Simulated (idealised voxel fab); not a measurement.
Process module, titled voxel trench capacitor
Section cut is 145 nm wide and gridded with 5 nm square cells.
Cross-sections here: square-cell grids, written as top-down lists of bands, a band being one or more rows of cells.
First you get the band's top height and its bottom height, in nm, and then the materials it's made of, left to right, with each width in nm. If you see a single material with "everywhere", that one covers the band edge to edge. "air" is empty space.
Convention: height 0 is the level below which the wafer, as received, is all one material. The lowest band does not terminate at the bottom but continues downward, represented as "0 and below".
The notation "30..40" denotes a width that varies across the rows of cells in the band, beginning at the first number in the top row, finishing at the second number in the bottom row, and changing by an identical amount from each row to the next.
Any step labelled "left unchanged" changed none of the cells in the cross-section.
In the "Voids, fully enclosed" entry, you get each enclosed empty space of 8 cells or more, one with no open way to the top, written width x height at distance, distance from the left edge, in nm.
The remark found on a step's line after its settings is issued by the simulator itself and pertains to that step.
overlay nm: step with mask; distance mask lay right of planned place; negative value = left of planned place.
This section lists the process steps that were planned
- 1: RECEIVE,material Si
- 2: CONFORMAL_DEP,material SiN,thk nm 10
- 3: MASKED_ETCH,tone open,mask id TRENCH,width nm 30,pitch nm 45,etch materials SiN,depth nm 10,overlay nm 0
- 4: MASKED_ETCH,tone open,mask id TRENCH,width nm 30,pitch nm 45,etch materials Si,depth nm 40,overlay nm 0
- 5: CONFORMAL_DEP,material HfO2,thk nm 5
- 6: CONFORMAL_DEP,material TiN,thk nm 5
- 7: FILL_DEP,material W,thk nm 10
- 8: CMP,height nm 10
Cross-section of the wafer upon arrival, representing the state reached after step 1
- 0 and below  Si everywhere
- Voids, fully enclosed: none
Wafer cross-section at end of module: start and plan as shown above, one execution error
- 10 down to 0  SiN: 40 | HfO2: 5 | TiN: 10 | HfO2: 5 | SiN: 25 | HfO2: 5 | TiN: 10 | HfO2: 5 | SiN: 40
- 0 down to -35  Si: 40 | HfO2: 5 | TiN: 10 | HfO2: 5 | Si: 25 | HfO2: 5 | TiN: 10 | HfO2: 5 | Si: 40
- -35 down to -40  Si: 40 | HfO2: 20 | Si: 25 | HfO2: 20 | Si: 40
- -40 and below  Si everywhere
- Voids, fully enclosed: none
Heads up, the wafer didn't run the way we planned it: step 3 went in with a setting other than planned; the actual run was MASKED_ETCH,tone open,mask id TRENCH,width nm 20,pitch nm 45,etch materials SiN,depth nm 10,overlay nm 0
